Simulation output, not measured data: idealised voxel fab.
The following is a process module called voxel tone inversion.
It is cross-section cut that appears here, measuring 290 nm in width, its square cells being 5 nm in size.
Cross-section spec: square-cell grid; bands listed top down; each band is one or more rows.
In this notation a band is specified by the heights of its top and bottom, in that order and in nm, after which its materials appear from left to right, each paired with its width in nm. The word "throughout" attached to a single material means that material fills the band from edge to edge; the word "empty" stands for empty space.
The reference from which all heights are counted is 0, the level beneath which the as-received wafer is entirely one material; the lowest band, having no lower bound, proceeds downward and is written after the example "0 down".
Per-row width for "30 to 40": begins at first number (top row of band), ends at second number (bottom row), increment between rows held constant.
Where the words "stayed the same" appear for a step, the cross-section shows no cell changed by that step; every cell remained as before.
Heads up: "Enclosed empty spaces" only lists the empty pockets with no open path to the top that are 8 cells or more, and it writes them as width x height at distance, distance from the left edge, in nm.
Text after the settings on a step's line: the simulator's own remark on that step.
On any step carrying a mask, the "overlay nm" setting, if present on the step's line, tells how far right of its planned place the mask lay; negative values point to the left.

Below is the list of planned process steps
1 RECEIVE with material Si
2 CONFORMAL_DEP with material SiCN, thk nm 10
3 DIRECTIONAL_DEP with material polySi, thk nm 15
4 PATTERN with tone cover, mask id POSTS, material resist, width nm 20, pitch nm 50, thk nm 20, overlay nm 0
5 DIRECTIONAL_ETCH with etch materials polySi, depth nm 15
6 STRIP with etch materials resist
7 FILL_DEP with material lowk, thk nm 10
8 CMP with height nm 25
9 STRIP with etch materials polySi
10 CONFORMAL_DEP with material TiN, thk nm 5
11 FILL_DEP with material W, thk nm 10
12 CMP with height nm 25
13 CONFORMAL_DEP with material SiN, thk nm 5

Delivered wafer in cross-section: state after step 1
0 down | Si throughout
Enclosed empty spaces: none

Final wafer profile in cross-section after the module, from the same start and plan as above, with one mistake made during processing
30 to 25 | SiN throughout
25 to 15 | 110 of lowk / 5 of TiN / 15 of W / 5 of TiN / 25 of lowk / 5 of TiN / 15 of W / 5 of TiN / 105 of lowk
15 to 10 | 110 of lowk / 25 of TiN / 25 of lowk / 25 of TiN / 105 of lowk
10 to 0 | SiCN throughout
0 down | Si throughout
Enclosed empty spaces: none
What went wrong in running the wafer? step 4 was run on a setting that differed from the plan, and what really ran there is PATTERN with tone cover, mask id POSTS, material resist, width nm 25, pitch nm 50, thk nm 20, overlay nm 0
